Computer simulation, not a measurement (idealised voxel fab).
Process module, titled voxel ribs on slabs
The cross-section on display is named cut; it measures 260 nm wide, and its cells are 5 nm squares.
Square cells in a grid make up a cross-section in this document, and the grid is given as bands, listed from the top down, each one or more rows of cells. Band: top height; bottom height; in nm. Then, left to right: material with width in nm, for each material. "full width": a single material spanning edge to edge. "air": empty space. We count height from 0. Below that, the starting wafer is all one material. The lowest band never ends at the bottom but goes on down; see "0 down" for how that is written. When a width is written as two numbers, as in "30..40", the first number is the width in the top row of cells of the band and the second is the width in its bottom row, and the width changes by the same amount from each row to the next. "nothing got changed" means the step left every cell of the cross-section as it was. So "Trapped void list" is basically the list of trapped voids: any empty space of 8 cells or more that can't reach the top through an opening. They're written width x height at distance, the distance being from the left edge, and it's all nm. after a step's settings: what the simulator itself notes on the step. When a step includes a mask, the "overlay nm" setting on its line states how far to the right of its planned place that mask lay, and negative values state how far to the left.

# Listed below are the process steps as planned
1,RECEIVE | material Si
2,DIRECTIONAL_DEP | material SiO2 | thk nm 25
3,DIRECTIONAL_DEP | material SiN | thk nm 20
4,DIRECTIONAL_DEP | material aC | thk nm 15
5,PATTERN | tone cover | mask id RIB | material resist | width nm 25 | thk nm 30 | overlay nm 0
6,DIRECTIONAL_ETCH | etch materials aC | depth nm 15
7,STRIP | etch materials resist
8,DIRECTIONAL_ETCH | etch materials SiN | depth nm 15
9,STRIP | etch materials aC
10,DIRECTIONAL_DEP | material aC | thk nm 10
11,PATTERN | tone cover | mask id SLAB | material resist | width nm 75 | thk nm 30 | overlay nm 0
12,DIRECTIONAL_ETCH | etch materials aC | depth nm 10
13,STRIP | etch materials resist
14,DIRECTIONAL_ETCH | etch materials SiN | depth nm 5
15,STRIP | etch materials aC
16,FILL_DEP | material SiO2 | thk nm 25
17,CMP | height nm 65
18,DIRECTIONAL_DEP | material TiN | thk nm 10
19,MASKED_ETCH | tone cover | mask id HEATER | width nm 35 | etch materials TiN | depth nm 10 | overlay nm 0
20,CONFORMAL_DEP | material SiO2 | thk nm 5

# Step 1 complete: cross-section of the wafer as received
    0 down  Si full width
    Trapped void list: none

# Final cross-section, module run with one mistake (start and plan as above)
    80 to 75  air (105), SiO2 (45), air (110)
    75 to 70  air (105), SiO2 (5), TiN (35), SiO2 (5), air (110)
    70 to 65  SiO2 (110), TiN (35), SiO2 (115)
    65 to 45  SiO2 full width
    45 to 40  SiO2 (90), SiN (25), SiO2 (25), SiN (25), SiO2 (95)
    40 to 30  SiN (115), SiO2 (25), SiN (120)
    30 to 25  SiN full width
    25 to 0  SiO2 full width
    0 down  Si full width
    Trapped void list: none
It is concluded that the wafer was processed incorrectly with respect to the plan, in that step 5 did not use the planned setting and instead ran as PATTERN | tone open | mask id RIB | material resist | width nm 25 | thk nm 30 | overlay nm 0
